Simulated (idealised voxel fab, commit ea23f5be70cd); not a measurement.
process module | voxel self aligned vias
cross-section cut | 280 nm wide | cells 5 nm
A cross-section is a grid of square cells, given in bands from the top down. A band is one or more rows of cells.
Each band's line starts with the height of the band's top and of its bottom, in nm. Then come its materials from left to right, each with its width in nm. One material with "throughout" fills the band from edge to edge. "air" is empty space.
Height 0 is the level under which the wafer as received is all one material. The lowest band goes on downwards, as in "0 down".
A width such as "30 to 40" changes by the same amount from each row of cells to the next, from the band's top row to its bottom row.
"no change" after a step means that no cell of the cross-section changed.
closed voids: empty space of 8 cells or more with no open way to the top, each as width x height at its distance from the left edge, in nm
after a step's settings: what the simulator itself notes on the step
overlay nm, on a step with a mask: how far to the right of its planned place the mask lay; to the left if negative
plan
1 op RECEIVE | material Si
2 op CONFORMAL_DEP | material SiO2 | thk nm 15
3 op CONFORMAL_DEP | material SiCN | thk nm 5
4 op DIRECTIONAL_DEP | material lowk | thk nm 30
5 op MASKED_ETCH | tone open | mask id LINES | width nm 20 | pitch nm 75 | etch materials lowk | depth nm 30 | overlay nm 0
6 op CONFORMAL_DEP | material TiN | thk nm 5
7 op FILL_DEP | material W | thk nm 10
8 op CMP | height nm 50
9 op SELECTIVE_ETCH | etch materials W Ru TiN | depth nm 10
10 op FILL_DEP | material SiN | thk nm 10
11 op CMP | height nm 50
12 op DIRECTIONAL_DEP | material lowk | thk nm 20
13 op MASKED_ETCH | tone open | mask id VIAS | width nm 50 | etch materials lowk | depth nm 20 | overlay nm 0
14 op MASKED_ETCH | tone open | mask id VIAS | width nm 50 | etch materials SiN | depth nm 10 | overlay nm 0
15 op CONFORMAL_DEP | material TiN | thk nm 5
16 op FILL_DEP | material Ru | thk nm 5
17 op CMP | height nm 70
18 op CONFORMAL_DEP | material SiN | thk nm 5
varied across the wafers: width nm of step 5. The plan shows the first wafer's value. All wafers start alike
first wafer as received, after step 1
  0 down: Si throughout
  closed voids: none
each wafer at the end: cells of each material gained (+) or lost (-) since it was received, then its closed voids
width nm 20 | +28 Ru | +56 SiCN | +64 SiN | +168 SiO2 | +40 TiN | +12 W | +472 lowk | closed voids: none
width nm 25 | +30 Ru | +56 SiCN | +66 SiN | +168 SiO2 | +42 TiN | +18 W | +460 lowk | closed voids: none
width nm 30 | +32 Ru | +56 SiCN | +68 SiN | +168 SiO2 | +44 TiN | +24 W | +448 lowk | closed voids: none
width nm 35 | +34 Ru | +56 SiCN | +70 SiN | +168 SiO2 | +46 TiN | +30 W | +436 lowk | closed voids: none
width nm 40 | +36 Ru | +56 SiCN | +72 SiN | +168 SiO2 | +48 TiN | +36 W | +424 lowk | closed voids: none
width nm 45 | +38 Ru | +56 SiCN | +74 SiN | +168 SiO2 | +50 TiN | +42 W | +412 lowk | closed voids: none
